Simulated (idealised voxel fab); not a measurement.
process module | voxel self aligned contacts
Section cut is 285 nm wide and gridded with 5 nm square cells.
Think of the cross-section as a grid of square cells. We describe it in bands, top to bottom, and each band covers one or more rows of those cells.
Per band: top height and bottom height in nm, followed by the left-to-right materials and their widths in nm; "edge to edge" marks a single material spanning edge to edge, "blank" marks empty space.
Heads up on the height convention: 0 is the point under which the incoming wafer is all one material, and the lowest band has no bottom, it just keeps going down, like "0 and below".
Width "30->40": first value at the band's top row of cells, second value at its bottom row, equal change from row to row.
Basically "changes: none" means that step didn't change any cell in the cross-section.
This entry, "Sealed voids", enumerates those empty regions of no fewer than 8 cells that possess no open connection to the top. Each region is reported in the form width x height at distance, the distance being taken from the left edge, with all three quantities expressed in nm.
Past the settings on a step's line: simulator remark, on that step.
If you see "overlay nm" on a step's line and that step has a mask, it's telling you how far right of where it was planned the mask ended up; a negative number means it went left instead.

# The process steps that were planned are listed below
| 1 | RECEIVE | material Si |
| 2 | OXIDIZE | depth nm 5 |
| 3 | DIRECTIONAL_DEP | material polySi | thk nm 20 |
| 4 | DIRECTIONAL_DEP | material SiN | thk nm 20 |
| 5 | PATTERN | tone cover | mask id GATE | material resist | width nm 30 | pitch nm 65 | thk nm 20 | overlay nm 0 |
| 6 | DIRECTIONAL_ETCH | etch materials SiN | depth nm 20 |
| 7 | DIRECTIONAL_ETCH | etch materials polySi | depth nm 20 |
| 8 | STRIP | etch materials resist |
| 9 | CONFORMAL_DEP | material SiN | thk nm 10 |
| 10 | DIRECTIONAL_ETCH | etch materials SiN | depth nm 10 |
| 11 | FILL_DEP | material SiO2 | thk nm 15 |
| 12 | CMP | height nm 50 |
| 13 | MASKED_ETCH | tone open | mask id CONTACT | width nm 45 | etch materials SiO2 | depth nm 55 | overlay nm 0 |
| 14 | CONFORMAL_DEP | material TiN | thk nm 5 |
| 15 | FILL_DEP | material W | thk nm 10 |
| 16 | CMP | height nm 50 |
| 17 | CONFORMAL_DEP | material SiN | thk nm 5 |

# Cross-section of the wafer as it came to us, i.e., already through step 1
- 0 and below  Si edge to edge
- Sealed voids: none

# Here's the wafer cut in cross-section after the module, started and planned just like above, except one thing was done wrong in the run
- 55 down to 50  SiN edge to edge
- 50 down to 40  120 SiO2, then 5->20 TiN, then 35->5 W, then 5->20 TiN, then 120 SiO2
- 40 down to 20  85 SiO2, then 50 SiN, then 5 TiN, then 5 W, then 5 TiN, then 50 SiN, then 85 SiO2
- 20 down to 5  85 SiO2, then 10 SiN, then 30 polySi, then 10 SiN, then 5 TiN, then 5 W, then 5 TiN, then 10 SiN, then 30 polySi, then 10 SiN, then 85 SiO2
- 5 down to 0  85 SiO2, then 10 SiN, then 30 polySi, then 10 SiN, then 15 TiN, then 10 SiN, then 30 polySi, then 10 SiN, then 85 SiO2
- 0 and below  Si edge to edge
- Sealed voids: none
Plan not followed: no execution of plan step 2; skipped
